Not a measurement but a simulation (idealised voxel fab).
Presented below is a process module, voxel quadruple lines.
The figure presents cross-section cut, which has a width of 180 nm and is divided into square cells with an edge length of 5 nm.
A cross-section is written here as square cells arranged in a grid, and it is given in bands from the top down, each band taking up one or more rows of cells. Look at the band entry: it leads with the top's height and the bottom's height in nm. Then it lists the materials left to right, with a width in nm for each. The word "full width" on a single material says that material fills the band edge to edge. The word "empty" is empty space. We count height from 0. Below that, the starting wafer is all one material. The lowest band never ends at the bottom but goes on down; see "0 -> down" for how that is written. Width "30..40": first value at the band's top row of cells, second value at its bottom row, equal change from row to row. "remained unchanged" after a step means that no cell of the cross-section changed. What "Sealed-off cavities" gives you is every empty space of 8 cells or more that is cut off from the top. Each appears as width x height at distance, with the distance taken from the left edge and width, height and distance all in nm. Anything after a step's settings on that line? It's the simulator's own note about the step. overlay nm: right-of-plan distance of the mask on a masked step; negative values mean left-of-plan.
-- Steps in the process plan
1,RECEIVE with material Si
2,CONFORMAL_DEP with material Al2O3, thk nm 5
3,DIRECTIONAL_DEP with material TiN, thk nm 10
4,DIRECTIONAL_DEP with material polySi, thk nm 15
5,DIRECTIONAL_DEP with material aC, thk nm 25
6,PATTERN with tone cover, mask id MANDREL, material resist, width nm 25, thk nm 35, overlay nm 0
7,DIRECTIONAL_ETCH with etch materials aC, depth nm 25
8,STRIP with etch materials resist
9,CONFORMAL_DEP with material SiO2, thk nm 15
10,DIRECTIONAL_ETCH with etch materials SiO2, depth nm 15
11,STRIP with etch materials aC
12,DIRECTIONAL_ETCH with etch materials polySi, depth nm 15
13,STRIP with etch materials SiO2
14,CONFORMAL_DEP with material SiCN, thk nm 5
15,DIRECTIONAL_ETCH with etch materials SiCN, depth nm 5
16,STRIP with etch materials polySi
17,DIRECTIONAL_ETCH with etch materials TiN, depth nm 10
18,STRIP with etch materials SiCN
-- First wafer, two in total, run as planned
-- Incoming wafer in cross-section (state: after step 1)
0 -> down = Si full width
Sealed-off cavities: none
-- Upon completion of step 2, the wafer appears in cross-section as shown
5 -> 0 = Al2O3 full width
At heights below 0, the structure remains unaltered.
-- Upon completion of step 3, the wafer appears in cross-section as shown
15 -> 5 = TiN full width
At heights below 5, the structure remains unaltered.
-- Upon completion of step 4, the wafer appears in cross-section as shown
30 -> 15 = polySi full width
At heights below 15, the structure remains unaltered.
-- Upon completion of step 5, the wafer appears in cross-section as shown
55 -> 30 = aC full width
At heights below 30, the structure remains unaltered.
-- Upon completion of step 6, the wafer appears in cross-section as shown
90 -> 55 = 75 nm empty; 25 nm resist; 80 nm empty
At heights below 55, the structure remains unaltered.
-- Upon completion of step 7, the wafer appears in cross-section as shown
65 -> 55 = 75 nm empty; 25 nm resist; 80 nm empty
55 -> 30 = 75 nm empty; 25 nm aC; 80 nm empty
At heights below 30, the structure remains unaltered.
-- Upon completion of step 8, the wafer appears in cross-section as shown
55 -> 30 = 75 nm empty; 25 nm aC; 80 nm empty
At heights below 30, the structure remains unaltered.
-- Upon completion of step 9, the wafer appears in cross-section as shown
70 -> 55 = 60 nm empty; 55 nm SiO2; 65 nm empty
55 -> 45 = 60 nm empty; 15 nm SiO2; 25 nm aC; 15 nm SiO2; 65 nm empty
45 -> 30 = 75 nm SiO2; 25 nm aC; 80 nm SiO2
At heights below 30, the structure remains unaltered.
-- Upon completion of step 10, the wafer appears in cross-section as shown
55 -> 30 = 60 nm empty; 15 nm SiO2; 25 nm aC; 15 nm SiO2; 65 nm empty
At heights below 30, the structure remains unaltered.
-- Upon completion of step 11, the wafer appears in cross-section as shown
55 -> 30 = 60 nm empty; 15 nm SiO2; 25 nm empty; 15 nm SiO2; 65 nm empty
At heights below 30, the structure remains unaltered.
-- Upon completion of step 12, the wafer appears in cross-section as shown
55 -> 30 = 60 nm empty; 15 nm SiO2; 25 nm empty; 15 nm SiO2; 65 nm empty
30 -> 15 = 60 nm empty; 15 nm polySi; 25 nm empty; 15 nm polySi; 65 nm empty
At heights below 15, the structure remains unaltered.
-- Upon completion of step 13, the wafer appears in cross-section as shown
30 -> 15 = 60 nm empty; 15 nm polySi; 25 nm empty; 15 nm polySi; 65 nm empty
At heights below 15, the structure remains unaltered.
-- Upon completion of step 14, the wafer appears in cross-section as shown
35 -> 30 = 55 nm empty; 25 nm SiCN; 15 nm empty; 25 nm SiCN; 60 nm empty
30 -> 20 = 55 nm empty; 5 nm SiCN; 15 nm polySi; 5 nm SiCN; 15 nm empty; 5 nm SiCN; 15 nm polySi; 5 nm SiCN; 60 nm empty
20 -> 15 = 60 nm SiCN; 15 nm polySi; 25 nm SiCN; 15 nm polySi; 65 nm SiCN
At heights below 15, the structure remains unaltered.
-- Upon completion of step 15, the wafer appears in cross-section as shown
30 -> 15 = 55 nm empty; 5 nm SiCN; 15 nm polySi; 5 nm SiCN; 15 nm empty; 5 nm SiCN; 15 nm polySi; 5 nm SiCN; 60 nm empty
At heights below 15, the structure remains unaltered.
-- Upon completion of step 16, the wafer appears in cross-section as shown
30 -> 15 = 55 nm empty; 5 nm SiCN; 15 nm empty; 5 nm SiCN; 15 nm empty; 5 nm SiCN; 15 nm empty; 5 nm SiCN; 60 nm empty
At heights below 15, the structure remains unaltered.
-- Upon completion of step 17, the wafer appears in cross-section as shown
30 -> 15 = 55 nm empty; 5 nm SiCN; 15 nm empty; 5 nm SiCN; 15 nm empty; 5 nm SiCN; 15 nm empty; 5 nm SiCN; 60 nm empty
15 -> 5 = 55 nm empty; 5 nm TiN; 15 nm empty; 5 nm TiN; 15 nm empty; 5 nm TiN; 15 nm empty; 5 nm TiN; 60 nm empty
At heights below 5, the structure remains unaltered.
-- Upon completion of step 18, the wafer appears in cross-section as shown
15 -> 5 = 55 nm empty; 5 nm TiN; 15 nm empty; 5 nm TiN; 15 nm empty; 5 nm TiN; 15 nm empty; 5 nm TiN; 60 nm empty
At heights below 5, the structure remains unaltered.
-- Second wafer: same start and same plan as the first, one execution error; identical to the first through step 8
-- Cross-sectional representation of the second wafer at the time designated in the plan for the completion of step 9
60 -> 55 = 70 nm empty; 35 nm SiO2; 75 nm empty
55 -> 35 = 70 nm empty; 5 nm SiO2; 25 nm aC; 5 nm SiO2; 75 nm empty
35 -> 30 = 75 nm SiO2; 25 nm aC; 80 nm SiO2
At heights below 30, the structure remains unaltered.
-- Cross-sectional representation of the second wafer at the time designated in the plan for the completion of step 10
55 -> 45 = 75 nm empty; 25 nm aC; 80 nm empty
45 -> 30 = 70 nm empty; 5 nm SiO2; 25 nm aC; 5 nm SiO2; 75 nm empty
At heights below 30, the structure remains unaltered.
-- Cross-sectional representation of the second wafer at the time designated in the plan for the completion of step 11
45 -> 30 = 70 nm empty; 5 nm SiO2; 25 nm empty; 5 nm SiO2; 75 nm empty
At heights below 30, the structure remains unaltered.
-- Cross-sectional representation of the second wafer at the time designated in the plan for the completion of step 12
45 -> 30 = 70 nm empty; 5 nm SiO2; 25 nm empty; 5 nm SiO2; 75 nm empty
30 -> 15 = 70 nm empty; 5 nm polySi; 25 nm empty; 5 nm polySi; 75 nm empty
At heights below 15, the structure remains unaltered.
-- Cross-sectional representation of the second wafer at the time designated in the plan for the completion of step 13
30 -> 15 = 70 nm empty; 5 nm polySi; 25 nm empty; 5 nm polySi; 75 nm empty
At heights below 15, the structure remains unaltered.
-- Cross-sectional representation of the second wafer at the time designated in the plan for the completion of step 14
35 -> 30 = 65 nm empty; 15 nm SiCN; 15 nm empty; 15 nm SiCN; 70 nm empty
30 -> 20 = 65 nm empty; 5 nm SiCN; 5 nm polySi; 5 nm SiCN; 15 nm empty; 5 nm SiCN; 5 nm polySi; 5 nm SiCN; 70 nm empty
20 -> 15 = 70 nm SiCN; 5 nm polySi; 25 nm SiCN; 5 nm polySi; 75 nm SiCN
At heights below 15, the structure remains unaltered.
-- Cross-sectional representation of the second wafer at the time designated in the plan for the completion of step 15
30 -> 15 = 65 nm empty; 5 nm SiCN; 5 nm polySi; 5 nm SiCN; 15 nm empty; 5 nm SiCN; 5 nm polySi; 5 nm SiCN; 70 nm empty
At heights below 15, the structure remains unaltered.
-- Cross-sectional representation of the second wafer at the time designated in the plan for the completion of step 16
30 -> 15 = 65 nm empty; 5 nm SiCN; 5 nm empty; 5 nm SiCN; 15 nm empty; 5 nm SiCN; 5 nm empty; 5 nm SiCN; 70 nm empty
At heights below 15, the structure remains unaltered.
-- Cross-sectional representation of the second wafer at the time designated in the plan for the completion of step 17
30 -> 15 = 65 nm empty; 5 nm SiCN; 5 nm empty; 5 nm SiCN; 15 nm empty; 5 nm SiCN; 5 nm empty; 5 nm SiCN; 70 nm empty
15 -> 5 = 65 nm empty; 5 nm TiN; 5 nm empty; 5 nm TiN; 15 nm empty; 5 nm TiN; 5 nm empty; 5 nm TiN; 70 nm empty
At heights below 5, the structure remains unaltered.
-- Cross-sectional representation of the second wafer at the time designated in the plan for the completion of step 18
15 -> 5 = 65 nm empty; 5 nm TiN; 5 nm empty; 5 nm TiN; 15 nm empty; 5 nm TiN; 5 nm empty; 5 nm TiN; 70 nm empty
At heights below 5, the structure remains unaltered.
In executing the process, a mistake was made relative to the plan: step 9 ran as: CONFORMAL_DEP with material SiO2, thk nm 5
Final wafers compared: equal cell tally per material, rearranged layout.
